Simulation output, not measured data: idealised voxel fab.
A process module follows: voxel transistor to metal.
Shown is cross-section cut, with a width of 280 nm and square cells of size 5 nm.
A cross-section in this document is a grid of square cells, and it is written down as bands, the top band listed before the ones below it; a band is made up of one or more rows of cells. Basically the band line says how high the top is and how high the bottom is, in nm, and then what's in it from left to right, every material with its width in nm. Empty space shows up as "empty", and if a single material carries "edge to edge" it runs the full band edge to edge. Below 0: as-received wafer, all one material; heights counted from there. Lowest band: no bottom, goes on down, written "0 down". The notation "30->40" denotes a width that varies across the rows of cells in the band, beginning at the first number in the top row, finishing at the second number in the bottom row, and changing by an identical amount from each row to the next. No cell of the cross-section changed in a step that is given as "remained unchanged". This entry, "Closed internal cavities", enumerates those empty regions of no fewer than 8 cells that possess no open connection to the top. Each region is reported in the form width x height at distance, the distance being taken from the left edge, with all three quantities expressed in nm. Post-settings text on a step line: simulator's own remark regarding the step. overlay nm: on a step with a mask, how far right of its planned place the mask lay; negative means left.

## Below is the list of planned process steps
1) RECEIVE,material Si
2) CONFORMAL_DEP,material SiO2,thk nm 5
3) CONFORMAL_DEP,material SiN,thk nm 15
4) DIRECTIONAL_DEP,material aC,thk nm 10
5) PATTERN,tone cover,mask id ACTIVE,material resist,width nm 110,pitch nm 130,thk nm 25,overlay nm 0
6) DIRECTIONAL_ETCH,etch materials aC,depth nm 10
7) STRIP,etch materials resist
8) DIRECTIONAL_ETCH,etch materials SiN,depth nm 15
9) DIRECTIONAL_ETCH,etch materials SiO2,depth nm 5
10) DIRECTIONAL_ETCH,etch materials Si,depth nm 20
11) STRIP,etch materials aC
12) FILL_DEP,material SiO2,thk nm 10
13) CMP,height nm 20
14) SELECTIVE_ETCH,etch materials SiO2,depth nm 15
15) STRIP,etch materials SiN
16) SELECTIVE_ETCH,etch materials SiO2,depth nm 5
17) OXIDIZE,depth nm 5
18) DIRECTIONAL_DEP,material polySi,thk nm 25
19) DIRECTIONAL_DEP,material SiCN,thk nm 10
20) MASKED_ETCH,tone cover,mask id GATE,width nm 20,pitch nm 130,etch materials SiCN,depth nm 20,overlay nm 0
21) MASKED_ETCH,tone cover,mask id GATE,width nm 20,pitch nm 130,etch materials polySi,depth nm 35,overlay nm 0
22) CONFORMAL_DEP,material SiN,thk nm 5
23) DIRECTIONAL_ETCH,etch materials SiN,depth nm 5
24) DIRECTIONAL_ETCH,etch materials SiO2,depth nm 5
25) DIRECTIONAL_ETCH,etch materials Si,depth nm 10
26) EPI,material SiGe,thk nm 10
27) FILL_DEP,material SiO2,thk nm 10
28) CMP,height nm 35
29) DIRECTIONAL_DEP,material SiO2,thk nm 10
30) MASKED_ETCH,tone open,mask id CONTACT,width nm 20,etch materials SiO2,depth nm 50,overlay nm 0
31) CONFORMAL_DEP,material TiN,thk nm 5
32) FILL_DEP,material Ru,thk nm 10
33) CMP,height nm 45
34) CONFORMAL_DEP,material SiCN,thk nm 5
35) DIRECTIONAL_DEP,material SiO2,thk nm 20
36) MASKED_ETCH,tone open,mask id METAL_1,width nm 20,etch materials SiO2,depth nm 20,overlay nm 0
37) MASKED_ETCH,tone open,mask id METAL_1,width nm 20,etch materials SiCN,depth nm 5,overlay nm 0
38) CONFORMAL_DEP,material TiN,thk nm 5
39) FILL_DEP,material W,thk nm 5
40) CMP,height nm 70
41) EPI,material Ru,thk nm 5
42) FILL_DEP,material SiCN,thk nm 5
43) DIRECTIONAL_DEP,material lowk,thk nm 25
44) PATTERN,tone open,mask id METAL_2,material resist,width nm 20,pitch nm 130,thk nm 15,overlay nm 0
45) DIRECTIONAL_ETCH,etch materials lowk,depth nm 15
46) STRIP,etch materials resist
47) PATTERN,tone open,mask id METAL_2_HOLES,material resist,width nm 15,pitch nm 130,thk nm 15,overlay nm 0
48) DIRECTIONAL_ETCH,etch materials lowk,depth nm 10
49) DIRECTIONAL_ETCH,etch materials SiCN,depth nm 5
50) STRIP,etch materials resist
51) CONFORMAL_DEP,material TiN,thk nm 5
52) FILL_DEP,material Cu,thk nm 5
53) CMP,height nm 105
54) CONFORMAL_DEP,material SiCN,thk nm 5

## Incoming wafer in cross-section (state: after step 1)
	0 down: Si edge to edge
	Closed internal cavities: none

## First of two wafers, end-of-module section, run followed plan
	110 to 105: SiCN edge to edge
	105 to 95: lowk=25 | TiN=5 | Cu=10 | TiN=5 | lowk=110 | TiN=5 | Cu=10 | TiN=5 | lowk=105
	95 to 90: lowk=25 | TiN=5 | Cu=5 | TiN=10 | lowk=110 | TiN=5 | Cu=5 | TiN=10 | lowk=105
	90 to 80: lowk=25 | TiN=5 | Cu=5 | TiN=5 | lowk=115 | TiN=5 | Cu=5 | TiN=5 | lowk=110
	80 to 75: SiCN=25 | TiN=15 | SiCN=115 | TiN=15 | SiCN=110
	75 to 70: SiCN=20 | Ru=30 | SiCN=50 | Ru=30 | SiCN=20 | Ru=30 | SiCN=50 | Ru=30 | SiCN=20
	70 to 50: SiO2=25 | TiN=5 | W=10 | TiN=5 | SiO2=60 | TiN=5 | W=10 | TiN=5 | SiO2=30 | TiN=5 | W=10 | TiN=5 | SiO2=60 | TiN=5 | W=10 | TiN=5 | SiO2=25
	50 to 45: SiCN=25 | TiN=20 | SiCN=60 | TiN=20 | SiCN=30 | TiN=20 | SiCN=60 | TiN=20 | SiCN=25
	45 to 35: SiO2=25 | TiN=5 | Ru=10 | TiN=5 | SiO2=60 | TiN=5 | Ru=10 | TiN=5 | SiO2=30 | TiN=5 | Ru=10 | TiN=5 | SiO2=60 | TiN=5 | Ru=10 | TiN=5 | SiO2=25
	35 to 25: SiO2=25 | TiN=5 | Ru=10 | TiN=5 | SiO2=15 | SiN=5 | SiCN=20 | SiN=5 | SiO2=15 | TiN=5 | Ru=10 | TiN=5 | SiO2=30 | TiN=5 | Ru=10 | TiN=5 | SiO2=15 | SiN=5 | SiCN=20 | SiN=5 | SiO2=15 | TiN=5 | Ru=10 | TiN=5 | SiO2=25
	25 to 5: SiO2=25 | TiN=5 | Ru=10 | TiN=5 | SiO2=15 | SiN=5 | polySi=20 | SiN=5 | SiO2=15 | TiN=5 | Ru=10 | TiN=5 | SiO2=30 | TiN=5 | Ru=10 | TiN=5 | SiO2=15 | SiN=5 | polySi=20 | SiN=5 | SiO2=15 | TiN=5 | Ru=10 | TiN=5 | SiO2=25
	5 to 0: SiO2=25 | TiN=5 | Ru=10 | TiN=5 | SiO2=5 | SiGe=10 | SiN=5 | polySi=20 | SiN=5 | SiGe=10 | SiO2=5 | TiN=5 | Ru=10 | TiN=5 | SiO2=30 | TiN=5 | Ru=10 | TiN=5 | SiO2=5 | SiGe=10 | SiN=5 | polySi=20 | SiN=5 | SiGe=10 | SiO2=5 | TiN=5 | Ru=10 | TiN=5 | SiO2=25
	0 to -5: SiO2=25 | TiN=20 | SiO2=5 | SiGe=10 | SiO2=30 | SiGe=10 | SiO2=5 | TiN=20 | SiO2=30 | TiN=20 | SiO2=5 | SiGe=10 | SiO2=30 | SiGe=10 | SiO2=5 | TiN=20 | SiO2=25
	-5 to -15: SiO2=20 | SiGe=40 | Si=30 | SiGe=40 | SiO2=20 | SiGe=40 | Si=30 | SiGe=40 | SiO2=20
	-15 to -20: SiO2=20 | Si=110 | SiO2=20 | Si=110 | SiO2=20
	-20 down: Si edge to edge
	Closed internal cavities: none

## End-of-module cross-section of the second wafer: identical starting point and process plan to the first, with one processing mistake
	110 to 105: SiCN edge to edge
	105 to 100: Cu edge to edge
	100 to 95: TiN=30 | Cu=10 | TiN=120 | Cu=10 | TiN=110
	95 to 85: lowk=25 | TiN=5 | Cu=10 | TiN=5 | lowk=110 | TiN=5 | Cu=10 | TiN=5 | lowk=105
	85 to 80: lowk=25 | TiN=5 | Cu=5 | TiN=10 | lowk=110 | TiN=5 | Cu=5 | TiN=10 | lowk=105
	80 to 70: lowk=25 | TiN=5 | Cu=5 | TiN=5 | lowk=115 | TiN=5 | Cu=5 | TiN=5 | lowk=110
	70 to 65: SiCN=25 | TiN=15 | SiCN=115 | TiN=15 | SiCN=110
	65 to 60: SiCN=20 | Ru=30 | SiCN=50 | Ru=30 | SiCN=20 | Ru=30 | SiCN=50 | Ru=30 | SiCN=20
	60 to 50: SiO2=25 | TiN=5 | W=10 | TiN=5 | SiO2=60 | TiN=5 | W=10 | TiN=5 | SiO2=30 | TiN=5 | W=10 | TiN=5 | SiO2=60 | TiN=5 | W=10 | TiN=5 | SiO2=25
	50 to 45: SiCN=25 | TiN=20 | SiCN=60 | TiN=20 | SiCN=30 | TiN=20 | SiCN=60 | TiN=20 | SiCN=25
	45 to 35: SiO2=25 | TiN=5 | Ru=10 | TiN=5 | SiO2=60 | TiN=5 | Ru=10 | TiN=5 | SiO2=30 | TiN=5 | Ru=10 | TiN=5 | SiO2=60 | TiN=5 | Ru=10 | TiN=5 | SiO2=25
	35 to 25: SiO2=25 | TiN=5 | Ru=10 | TiN=5 | SiO2=15 | SiN=5 | SiCN=20 | SiN=5 | SiO2=15 | TiN=5 | Ru=10 | TiN=5 | SiO2=30 | TiN=5 | Ru=10 | TiN=5 | SiO2=15 | SiN=5 | SiCN=20 | SiN=5 | SiO2=15 | TiN=5 | Ru=10 | TiN=5 | SiO2=25
	25 to 5: SiO2=25 | TiN=5 | Ru=10 | TiN=5 | SiO2=15 | SiN=5 | polySi=20 | SiN=5 | SiO2=15 | TiN=5 | Ru=10 | TiN=5 | SiO2=30 | TiN=5 | Ru=10 | TiN=5 | SiO2=15 | SiN=5 | polySi=20 | SiN=5 | SiO2=15 | TiN=5 | Ru=10 | TiN=5 | SiO2=25
	5 to 0: SiO2=25 | TiN=5 | Ru=10 | TiN=5 | SiO2=5 | SiGe=10 | SiN=5 | polySi=20 | SiN=5 | SiGe=10 | SiO2=5 | TiN=5 | Ru=10 | TiN=5 | SiO2=30 | TiN=5 | Ru=10 | TiN=5 | SiO2=5 | SiGe=10 | SiN=5 | polySi=20 | SiN=5 | SiGe=10 | SiO2=5 | TiN=5 | Ru=10 | TiN=5 | SiO2=25
	0 to -5: SiO2=25 | TiN=20 | SiO2=5 | SiGe=10 | SiO2=30 | SiGe=10 | SiO2=5 | TiN=20 | SiO2=30 | TiN=20 | SiO2=5 | SiGe=10 | SiO2=30 | SiGe=10 | SiO2=5 | TiN=20 | SiO2=25
	-5 to -15: SiO2=20 | SiGe=40 | Si=30 | SiGe=40 | SiO2=20 | SiGe=40 | Si=30 | SiGe=40 | SiO2=20
	-15 to -20: SiO2=20 | Si=110 | SiO2=20 | Si=110 | SiO2=20
	-20 down: Si edge to edge
	Closed internal cavities: none
Here's what went sideways: rather than as planned, step 40 actually ran as CMP,height nm 60
Once processing is complete, comparing cell counts shows that the second wafer has more or fewer of certain materials than the first: +60 Cu, -80 SiO2, +36 TiN, -16 W
